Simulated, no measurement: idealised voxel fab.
The process module that follows is named voxel double patterning.
cross-section cut | 140 nm wide | cells 5 nm
Bands, listed from the top down, are how a cross-section gets written in this document; the cross-section itself is a grid of square cells, and a band is one or more rows of them. Heights first: top, then bottom, in nm. Then materials, left to right, each with a width in nm. "full width" on a single material: fills the band edge to edge. "air": empty space. Convention: height 0 is the level below which the wafer, as received, is all one material. The lowest band does not terminate at the bottom but continues downward, represented as "0..down". It should be noted that a width expressed as "30->40" varies in equal increments from row to row of cells within the band, taking the value of the first number at the top row and that of the second number at the bottom row. The cross-section has no changed cell in any step marked "same as before". "Closed void register" lists enclosed empty spaces (at least 8 cells, no open path upward to the top), each as width x height at distance from the left edge, in nm. On each step's line, the part that comes after the settings is the simulator's own comment on the step. overlay nm: mask right of planned place by this much (step with mask). Neg. = left.

**Process steps (planned)**
1: RECEIVE,material Si
2: CONFORMAL_DEP,material SiO2,thk nm 5
3: DIRECTIONAL_DEP,material W,thk nm 15
4: DIRECTIONAL_DEP,material SiN,thk nm 5
5: MASKED_ETCH,tone open,mask id FIRST,width nm 15,pitch nm 50,etch materials SiN,depth nm 5,overlay nm 0
6: MASKED_ETCH,tone open,mask id SECOND,width nm 15,etch materials SiN,depth nm 5,overlay nm 0
7: DIRECTIONAL_ETCH,etch materials W,depth nm 15
8: STRIP,etch materials SiN

**Incoming wafer in cross-section (state: after step 1)**
0..down  Si full width
Closed void register: none

**The first of the two wafers as seen in cross-section once the module was finished; processing followed the plan**
20..5  W 35 | air 15 | W 10 | air 15 | W 10 | air 15 | W 40
5..0  SiO2 full width
0..down  Si full width
Closed void register: none

**Wafer two, sectioned after the module: the first wafer's start, the first wafer's plan, and one mistake in how it was run**
20..5  air 35 | W 15 | air 35 | W 15 | air 40
5..0  SiO2 full width
0..down  Si full width
Closed void register: none
Nonconformance to the process plan: step 5 off recipe, ran as MASKED_ETCH,tone cover,mask id FIRST,width nm 15,pitch nm 50,etch materials SiN,depth nm 5,overlay nm 0
Upon completion, the second wafer contains, in terms of cells, a greater or smaller amount of certain materials than the first wafer: 39 fewer of W
